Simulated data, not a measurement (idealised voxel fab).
process module | voxel capacitor over wiring
cross-section cut | 240 nm wide | cells 5 nm
A cross-section is a grid of square cells, given in bands from the top down. A band is one or more rows of cells.
Each band's line starts with the height of the band's top and of its bottom, in nm. Then come its materials from left to right, each with its width in nm. One material with "throughout" fills the band from edge to edge. "air" is empty space.
Height 0 is the level under which the wafer as received is all one material. The lowest band goes on downwards, as in "0 down".
A width such as "30 to 40" changes by the same amount from each row of cells to the next, from the band's top row to its bottom row.
"no change" after a step means that no cell of the cross-section changed.
closed voids: empty space of 8 cells or more with no open way to the top, each as width x height at its distance from the left edge, in nm
after a step's settings: what the simulator itself notes on the step
overlay nm, on a step with a mask: how far to the right of its planned place the mask lay; to the left if negative
plan
1 op RECEIVE | material Si
2 op CONFORMAL_DEP | material SiO2 | thk nm 10
3 op CONFORMAL_DEP | material SiCN | thk nm 5
4 op DIRECTIONAL_DEP | material lowk | thk nm 15
5 op MASKED_ETCH | tone open | mask id METAL_1 | width nm 20 | pitch nm 85 | etch materials lowk | depth nm 15 | overlay nm 0
6 op MASKED_ETCH | tone open | mask id METAL_1 | width nm 20 | pitch nm 85 | etch materials SiCN | depth nm 5 | overlay nm 0
7 op CONFORMAL_DEP | material TiN | thk nm 5
8 op FILL_DEP | material Cu | thk nm 10
9 op CMP | height nm 30
10 op EPI | material Ru | thk nm 5
11 op FILL_DEP | material SiCN | thk nm 5
12 op DIRECTIONAL_DEP | material SiO2 | thk nm 10
13 op MASKED_ETCH | tone open | mask id PLUG_1 | width nm 15 | etch materials SiO2 | depth nm 10 | overlay nm 0
14 op MASKED_ETCH | tone open | mask id PLUG_1 | width nm 15 | etch materials SiCN | depth nm 5 | overlay nm 0
15 op CONFORMAL_DEP | material TiN | thk nm 5
16 op FILL_DEP | material Ru | thk nm 10
17 op CMP | height nm 50
18 op DIRECTIONAL_DEP | material TiN | thk nm 5
19 op DIRECTIONAL_DEP | material Al2O3 | thk nm 5
20 op DIRECTIONAL_DEP | material TiN | thk nm 5
21 op PATTERN | tone cover | mask id UPPER_PLATE | material resist | width nm 70 | thk nm 20 | overlay nm 0
22 op DIRECTIONAL_ETCH | etch materials TiN | depth nm 5
23 op DIRECTIONAL_ETCH | etch materials Al2O3 | depth nm 5
24 op STRIP | etch materials resist
25 op MASKED_ETCH | tone cover | mask id LOWER_PLATE | width nm 80 | etch materials TiN | depth nm 5 | overlay nm 0
26 op FILL_DEP | material SiO2 | thk nm 20
27 op CMP | height nm 80
28 op PATTERN | tone open | mask id PLUG_2 | material resist | width nm 15 | thk nm 20 | overlay nm 0
29 op DIRECTIONAL_ETCH | etch materials SiO2 | depth nm 15
30 op STRIP | etch materials resist
31 op CONFORMAL_DEP | material TiN | thk nm 5
32 op FILL_DEP | material Ru | thk nm 5
33 op CMP | height nm 80
34 op CONFORMAL_DEP | material SiN | thk nm 5
first wafer, as planned
as received, after step 1
  0 down: Si throughout
  closed voids: none
after step 2
  10 to 0: SiO2 throughout
  below 0: unchanged
after step 3
  15 to 10: SiCN throughout
  below 10: unchanged
after step 4
  30 to 15: lowk throughout
  below 15: unchanged
after step 5
  30 to 15: lowk 65 | air 20 | lowk 65 | air 20 | lowk 70
  below 15: unchanged
after step 6
  30 to 15: lowk 65 | air 20 | lowk 65 | air 20 | lowk 70
  15 to 10: SiCN 65 | air 20 | SiCN 65 | air 20 | SiCN 70
  below 10: unchanged
after step 7
  35 to 30: TiN 70 | air 10 | TiN 75 | air 10 | TiN 75
  30 to 15: lowk 65 | TiN 5 | air 10 | TiN 5 | lowk 65 | TiN 5 | air 10 | TiN 5 | lowk 70
  15 to 10: SiCN 65 | TiN 20 | SiCN 65 | TiN 20 | SiCN 70
  below 10: unchanged
after step 8
  45 to 35: Cu throughout
  35 to 30: TiN 70 | Cu 10 | TiN 75 | Cu 10 | TiN 75
  30 to 15: lowk 65 | TiN 5 | Cu 10 | TiN 5 | lowk 65 | TiN 5 | Cu 10 | TiN 5 | lowk 70
  below 15: unchanged
after step 9
  30 to 15: lowk 65 | TiN 5 | Cu 10 | TiN 5 | lowk 65 | TiN 5 | Cu 10 | TiN 5 | lowk 70
  below 15: unchanged
after step 10
  35 to 30: air 60 | Ru 30 | air 55 | Ru 30 | air 65
  below 30: unchanged
after step 11
  40 to 35: SiCN throughout
  35 to 30: SiCN 60 | Ru 30 | SiCN 55 | Ru 30 | SiCN 65
  below 30: unchanged
after step 12
  50 to 40: SiO2 throughout
  below 40: unchanged
after step 13
  50 to 40: SiO2 70 | air 15 | SiO2 155
  below 40: unchanged
after step 14
  50 to 40: SiO2 70 | air 15 | SiO2 155
  40 to 35: SiCN 70 | air 15 | SiCN 155
  below 35: unchanged
after step 15
  55 to 50: TiN 75 | air 5 | TiN 160
  50 to 40: SiO2 70 | TiN 5 | air 5 | TiN 5 | SiO2 155
  40 to 35: SiCN 70 | TiN 15 | SiCN 155
  below 35: unchanged
after step 16
  65 to 55: Ru throughout
  55 to 50: TiN 75 | Ru 5 | TiN 160
  50 to 40: SiO2 70 | TiN 5 | Ru 5 | TiN 5 | SiO2 155
  below 40: unchanged
after step 17
  50 to 40: SiO2 70 | TiN 5 | Ru 5 | TiN 5 | SiO2 155
  below 40: unchanged
after step 18
  55 to 50: TiN throughout
  below 50: unchanged
after step 19
  60 to 55: Al2O3 throughout
  below 55: unchanged
after step 20
  65 to 60: TiN throughout
  below 60: unchanged
after step 21
  85 to 65: air 70 | resist 70 | air 100
  below 65: unchanged
after step 22
  85 to 65: air 70 | resist 70 | air 100
  65 to 60: air 70 | TiN 70 | air 100
  below 60: unchanged
after step 23
  85 to 65: air 70 | resist 70 | air 100
  65 to 60: air 70 | TiN 70 | air 100
  60 to 55: air 70 | Al2O3 70 | air 100
  below 55: unchanged
after step 24
  65 to 60: air 70 | TiN 70 | air 100
  below 60: unchanged
after step 25
  65 to 60: air 70 | TiN 70 | air 100
  60 to 55: air 70 | Al2O3 70 | air 100
  55 to 50: air 65 | TiN 80 | air 95
  below 50: unchanged
after step 26
  85 to 65: SiO2 throughout
  65 to 60: SiO2 70 | TiN 70 | SiO2 100
  60 to 55: SiO2 70 | Al2O3 70 | SiO2 100
  55 to 50: SiO2 65 | TiN 80 | SiO2 95
  below 50: unchanged
after step 27
  80 to 65: SiO2 throughout
  below 65: unchanged
after step 28
  100 to 80: resist 80 | air 15 | resist 145
  below 80: unchanged
after step 29
  100 to 80: resist 80 | air 15 | resist 145
  80 to 65: SiO2 80 | air 15 | SiO2 145
  below 65: unchanged
after step 30
  80 to 65: SiO2 80 | air 15 | SiO2 145
  below 65: unchanged
after step 31
  85 to 80: TiN 85 | air 5 | TiN 150
  80 to 70: SiO2 80 | TiN 5 | air 5 | TiN 5 | SiO2 145
  70 to 60: SiO2 80 to 70 | TiN 15 to 70 | SiO2 145 to 100
  below 60: unchanged
after step 32
  90 to 85: Ru throughout
  85 to 80: TiN 85 | Ru 5 | TiN 150
  80 to 70: SiO2 80 | TiN 5 | Ru 5 | TiN 5 | SiO2 145
  below 70: unchanged
after step 33
  80 to 70: SiO2 80 | TiN 5 | Ru 5 | TiN 5 | SiO2 145
  below 70: unchanged
after step 34
  85 to 80: SiN throughout
  below 80: unchanged
second wafer: like start, like plan, one mistake. Through step 8 it matches the first wafer
when step 9 should have ended
  40 to 35: Cu throughout
  below 35: unchanged
when step 10 should have ended
  45 to 40: Ru throughout
  below 40: unchanged
when step 11 should have ended
  50 to 45: SiCN throughout
  below 45: unchanged
when step 12 should have ended
  60 to 50: SiO2 throughout
  below 50: unchanged
when step 13 should have ended
  60 to 50: SiO2 70 | air 15 | SiO2 155
  below 50: unchanged
when step 14 should have ended
  60 to 50: SiO2 70 | air 15 | SiO2 155
  50 to 45: SiCN 70 | air 15 | SiCN 155
  below 45: unchanged
when step 15 should have ended
  65 to 60: TiN 75 | air 5 | TiN 160
  60 to 50: SiO2 70 | TiN 5 | air 5 | TiN 5 | SiO2 155
  50 to 45: SiCN 70 | TiN 15 | SiCN 155
  below 45: unchanged
when step 16 should have ended
  75 to 65: Ru throughout
  65 to 60: TiN 75 | Ru 5 | TiN 160
  60 to 50: SiO2 70 | TiN 5 | Ru 5 | TiN 5 | SiO2 155
  below 50: unchanged
when step 17 should have ended
  50 to 45: SiCN 70 | TiN 15 | SiCN 155
  below 45: unchanged
when step 18 should have ended
  55 to 50: TiN throughout
  below 50: unchanged
when step 19 should have ended
  60 to 55: Al2O3 throughout
  below 55: unchanged
when step 20 should have ended
  65 to 60: TiN throughout
  below 60: unchanged
when step 21 should have ended
  85 to 65: air 70 | resist 70 | air 100
  below 65: unchanged
when step 22 should have ended
  85 to 65: air 70 | resist 70 | air 100
  65 to 60: air 70 | TiN 70 | air 100
  below 60: unchanged
when step 23 should have ended
  85 to 65: air 70 | resist 70 | air 100
  65 to 60: air 70 | TiN 70 | air 100
  60 to 55: air 70 | Al2O3 70 | air 100
  below 55: unchanged
when step 24 should have ended
  65 to 60: air 70 | TiN 70 | air 100
  below 60: unchanged
when step 25 should have ended
  65 to 60: air 70 | TiN 70 | air 100
  60 to 55: air 70 | Al2O3 70 | air 100
  55 to 50: air 65 | TiN 80 | air 95
  below 50: unchanged
when step 26 should have ended
  85 to 65: SiO2 throughout
  65 to 60: SiO2 70 | TiN 70 | SiO2 100
  60 to 55: SiO2 70 | Al2O3 70 | SiO2 100
  55 to 50: SiO2 65 | TiN 80 | SiO2 95
  below 50: unchanged
when step 27 should have ended
  80 to 65: SiO2 throughout
  below 65: unchanged
when step 28 should have ended
  100 to 80: resist 80 | air 15 | resist 145
  below 80: unchanged
when step 29 should have ended
  100 to 80: resist 80 | air 15 | resist 145
  80 to 65: SiO2 80 | air 15 | SiO2 145
  below 65: unchanged
when step 30 should have ended
  80 to 65: SiO2 80 | air 15 | SiO2 145
  below 65: unchanged
when step 31 should have ended
  85 to 80: TiN 85 | air 5 | TiN 150
  80 to 70: SiO2 80 | TiN 5 | air 5 | TiN 5 | SiO2 145
  70 to 60: SiO2 80 to 70 | TiN 15 to 70 | SiO2 145 to 100
  below 60: unchanged
when step 32 should have ended
  90 to 85: Ru throughout
  85 to 80: TiN 85 | Ru 5 | TiN 150
  80 to 70: SiO2 80 | TiN 5 | Ru 5 | TiN 5 | SiO2 145
  below 70: unchanged
when step 33 should have ended
  80 to 70: SiO2 80 | TiN 5 | Ru 5 | TiN 5 | SiO2 145
  below 70: unchanged
when step 34 should have ended
  85 to 80: SiN throughout
  below 80: unchanged
what went wrong: step 9 ran as: op CMP | height nm 40
at the end the second wafer has, in cells: 52 more of Cu | 34 more of Ru | 36 fewer of SiCN | 90 fewer of SiO2 | 40 more of TiN
